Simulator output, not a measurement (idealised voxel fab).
process module | voxel self aligned contacts
cross-section cut | 280 nm wide | cells 5 nm
A cross-section is a grid of square cells, given in bands from the top down. A band is one or more rows of cells.
Each band's line starts with the height of the band's top and of its bottom, in nm. Then come its materials from left to right, each with its width in nm. One material with "throughout" fills the band from edge to edge. "air" is empty space.
Height 0 is the level under which the wafer as received is all one material. The lowest band goes on downwards, as in "0 down".
A width such as "30 to 40" changes by the same amount from each row of cells to the next, from the band's top row to its bottom row.
"no change" after a step means that no cell of the cross-section changed.
closed voids: empty space of 8 cells or more with no open way to the top, each as width x height at its distance from the left edge, in nm
after a step's settings: what the simulator itself notes on the step
overlay nm, on a step with a mask: how far to the right of its planned place the mask lay; to the left if negative
plan
1 op RECEIVE | material Si
2 op CONFORMAL_DEP | material SiO2 | thk nm 5
3 op DIRECTIONAL_DEP | material polySi | thk nm 25
4 op DIRECTIONAL_DEP | material SiN | thk nm 20
5 op PATTERN | tone cover | mask id GATE | material resist | width nm 30 | pitch nm 55 | thk nm 20 | overlay nm 0
6 op DIRECTIONAL_ETCH | etch materials SiN | depth nm 20
7 op DIRECTIONAL_ETCH | etch materials polySi | depth nm 25
8 op STRIP | etch materials resist
9 op CONFORMAL_DEP | material SiN | thk nm 5
10 op DIRECTIONAL_ETCH | etch materials SiN | depth nm 5
11 op FILL_DEP | material SiO2 | thk nm 10
12 op CMP | height nm 55
13 op PATTERN | tone open | mask id CONTACT | material resist | width nm 35 | pitch nm 55 | thk nm 15 | overlay nm 0
14 op DIRECTIONAL_ETCH | etch materials SiO2 | depth nm 55
15 op STRIP | etch materials resist
16 op CONFORMAL_DEP | material TiN | thk nm 5
17 op FILL_DEP | material W | thk nm 10
18 op CMP | height nm 55
19 op CONFORMAL_DEP | material SiN | thk nm 5
as received, after step 1
  0 down: Si throughout
  closed voids: none
first wafer at the end, as planned
  60 to 55: SiN throughout
  55 to 50: SiO2 95 | TiN 15 | W 5 | TiN 15 | SiO2 20 | TiN 15 | W 5 | TiN 15 | SiO2 95
  50 to 30: SiO2 65 | SiN 40 | TiN 5 | W 5 | TiN 5 | SiN 40 | TiN 5 | W 5 | TiN 5 | SiN 40 | SiO2 65
  30 to 5: SiO2 65 | SiN 5 | polySi 30 | SiN 5 | TiN 5 | W 5 | TiN 5 | SiN 5 | polySi 30 | SiN 5 | TiN 5 | W 5 | TiN 5 | SiN 5 | polySi 30 | SiN 5 | SiO2 65
  5 to 0: SiO2 105 | TiN 15 | SiO2 40 | TiN 15 | SiO2 105
  0 down: Si throughout
  closed voids: none
second wafer at the end: like start, like plan, one mistake
  60 to 55: W throughout
  55 to 50: SiO2 95 | TiN 15 | W 5 | TiN 15 | SiO2 20 | TiN 15 | W 5 | TiN 15 | SiO2 95
  50 to 30: SiO2 65 | SiN 40 | TiN 5 | W 5 | TiN 5 | SiN 40 | TiN 5 | W 5 | TiN 5 | SiN 40 | SiO2 65
  30 to 5: SiO2 65 | SiN 5 | polySi 30 | SiN 5 | TiN 5 | W 5 | TiN 5 | SiN 5 | polySi 30 | SiN 5 | TiN 5 | W 5 | TiN 5 | SiN 5 | polySi 30 | SiN 5 | SiO2 65
  5 to 0: SiO2 105 | TiN 15 | SiO2 40 | TiN 15 | SiO2 105
  0 down: Si throughout
  closed voids: none
what went wrong: step 19 ran as: op CONFORMAL_DEP | material W | thk nm 5
at the end the second wafer has, in cells: 56 fewer of SiN | 56 more of W
